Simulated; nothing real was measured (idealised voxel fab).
process module | voxel gate over fins
Cross-sectional view cut (width: 170 nm; square cell size: 5 nm).
Throughout this document, each cross-section is represented as a grid of square cells and is presented as a sequence of bands enumerated from the top downward, where a band comprises one or more rows of cells.
Quick guide to a band line: top height, bottom height (nm) up front; then every material left to right with its width in nm. Only one material and it's marked "all across"? Then it fills the band edge to edge. And "empty" just means empty space.
Convention: height 0 is the level below which the wafer, as received, is all one material. The lowest band does not terminate at the bottom but continues downward, represented as "0 -> down".
Note: "30..40" means the width goes from the first number (top row of the band) to the second number (bottom row) in equal steps per row of cells.
Any step labelled "remained unchanged" changed none of the cells in the cross-section.
Empty spaces without an open route to the top, at least 8 cells in extent, make up the entry "Fully closed voids"; each is given as width x height at distance, where the distance is measured from the left edge, and all are in nm.
Step line, after settings: the simulator's comment on this step.
Among the settings permitted on a step's line is "overlay nm"; applied to a step with a mask, it specifies the extent to which the mask lay to the right of its planned position, whereas a negative figure signifies a position to the left.
The process steps that were planned are listed below:
1: RECEIVE: material Si
2: CONFORMAL_DEP: material SiN, thk nm 5
3: DIRECTIONAL_DEP: material aC, thk nm 10
4: PATTERN: tone cover, mask id FINS, material resist, width nm 15, pitch nm 60, thk nm 25, overlay nm 0
5: DIRECTIONAL_ETCH: etch materials aC, depth nm 10
6: STRIP: etch materials resist
7: DIRECTIONAL_ETCH: etch materials SiN, depth nm 5
8: DIRECTIONAL_ETCH: etch materials Si, depth nm 30
9: STRIP: etch materials aC
10: OXIDIZE: depth nm 5
11: FILL_DEP: material SiO2, thk nm 5
12: CMP: height nm 5
13: DIRECTIONAL_DEP: material aC, thk nm 15
14: PATTERN: tone open, mask id RAIL, material resist, width nm 15, thk nm 30, overlay nm 0
15: DIRECTIONAL_ETCH: etch materials aC, depth nm 15
16: STRIP: etch materials resist
17: DIRECTIONAL_ETCH: etch materials SiO2, depth nm 30
18: STRIP: etch materials aC
19: CONFORMAL_DEP: material TiN, thk nm 5
20: FILL_DEP: material W, thk nm 10
21: CMP: height nm 5
22: SELECTIVE_ETCH: etch materials W Ru TiN, depth nm 25
23: FILL_DEP: material SiO2, thk nm 5
24: CMP: height nm 5
25: SELECTIVE_ETCH: etch materials SiO2, depth nm 20
26: STRIP: etch materials SiN
27: CONFORMAL_DEP: material HfO2, thk nm 5
28: CONFORMAL_DEP: material TiN, thk nm 5
29: FILL_DEP: material W, thk nm 10
30: CMP: height nm 15
31: CONFORMAL_DEP: material SiCN, thk nm 10
Wafer cross-section on receipt, i.e. after step 1:
    0 -> down | Si all across
    Fully closed voids: none
Looking at the first of two wafers in cross-section at end of module - ran to plan:
    25 -> 15 | SiCN all across
    15 -> 10 | W all across
    10 -> 5 | W 10 nm  TiN 25 nm  W 35 nm  TiN 25 nm  W 35 nm  TiN 25 nm  W 15 nm
    5 -> 0 | W 10 nm  TiN 5 nm  HfO2 15 nm  TiN 5 nm  W 35 nm  TiN 5 nm  HfO2 15 nm  TiN 5 nm  W 35 nm  TiN 5 nm  HfO2 15 nm  TiN 5 nm  W 15 nm
    0 -> -5 | W 10 nm  TiN 5 nm  HfO2 5 nm  Si 5 nm  HfO2 5 nm  TiN 5 nm  W 35 nm  TiN 5 nm  HfO2 5 nm  Si 5 nm  HfO2 5 nm  TiN 5 nm  W 35 nm  TiN 5 nm  HfO2 5 nm  Si 5 nm  HfO2 5 nm  TiN 5 nm  W 15 nm
    -5 -> -10 | TiN 15 nm  HfO2 5 nm  Si 5 nm  HfO2 5 nm  TiN 45 nm  HfO2 5 nm  Si 5 nm  HfO2 5 nm  TiN 45 nm  HfO2 5 nm  Si 5 nm  HfO2 5 nm  TiN 20 nm
    -10 -> -15 | HfO2 20 nm  Si 5 nm  HfO2 55 nm  Si 5 nm  HfO2 55 nm  Si 5 nm  HfO2 25 nm
    -15 -> -20 | SiO2 20 nm  Si 5 nm  SiO2 55 nm  Si 5 nm  SiO2 55 nm  Si 5 nm  SiO2 25 nm
    -20 -> -25 | SiO2 20 nm  Si 5 nm  SiO2 20 nm  TiN 15 nm  SiO2 20 nm  Si 5 nm  SiO2 55 nm  Si 5 nm  SiO2 25 nm
    -25 -> -35 | SiO2 20 nm  Si 5 nm  SiO2 55 nm  Si 5 nm  SiO2 55 nm  Si 5 nm  SiO2 25 nm
    -35 -> down | Si all across
    Fully closed voids: none
Cross-section, wafer two of two, end of module: same start and plan as wafer one, one error in execution:
    25 -> 15 | SiCN all across
    15 -> 10 | W all across
    10 -> 5 | W 10 nm  TiN 25 nm  W 35 nm  TiN 25 nm  W 35 nm  TiN 25 nm  W 15 nm
    5 -> 0 | W 10 nm  TiN 5 nm  HfO2 15 nm  TiN 5 nm  W 35 nm  TiN 5 nm  HfO2 15 nm  TiN 5 nm  W 35 nm  TiN 5 nm  HfO2 15 nm  TiN 5 nm  W 15 nm
    0 -> -5 | W 10 nm  TiN 5 nm  HfO2 5 nm  Si 5 nm  HfO2 5 nm  TiN 5 nm  W 35 nm  TiN 5 nm  HfO2 5 nm  Si 5 nm  HfO2 5 nm  TiN 5 nm  W 35 nm  TiN 5 nm  HfO2 5 nm  Si 5 nm  HfO2 5 nm  TiN 5 nm  W 15 nm
    -5 -> -10 | TiN 15 nm  HfO2 5 nm  Si 5 nm  HfO2 5 nm  TiN 45 nm  HfO2 5 nm  Si 5 nm  HfO2 5 nm  TiN 45 nm  HfO2 5 nm  Si 5 nm  HfO2 5 nm  TiN 20 nm
    -10 -> -15 | HfO2 20 nm  Si 5 nm  HfO2 55 nm  Si 5 nm  HfO2 55 nm  Si 5 nm  HfO2 25 nm
    -15 -> -20 | SiO2 20 nm  Si 5 nm  SiO2 55 nm  Si 5 nm  SiO2 55 nm  Si 5 nm  SiO2 25 nm
    -20 -> -25 | SiO2 20 nm  Si 5 nm  SiO2 20 nm  TiN 15 nm  SiO2 20 nm  Si 5 nm  SiO2 55 nm  Si 5 nm  SiO2 25 nm
    -25 -> -65 | SiO2 20 nm  Si 5 nm  SiO2 55 nm  Si 5 nm  SiO2 55 nm  Si 5 nm  SiO2 25 nm
    -65 -> down | Si all across
    Fully closed voids: none
What went wrong in running the wafer? twice over, step 8 of the plan was run
Heads up, by the end the second wafer has more or fewer cells of some materials compared to the first: 186 fewer of Si, 186 more of SiO2
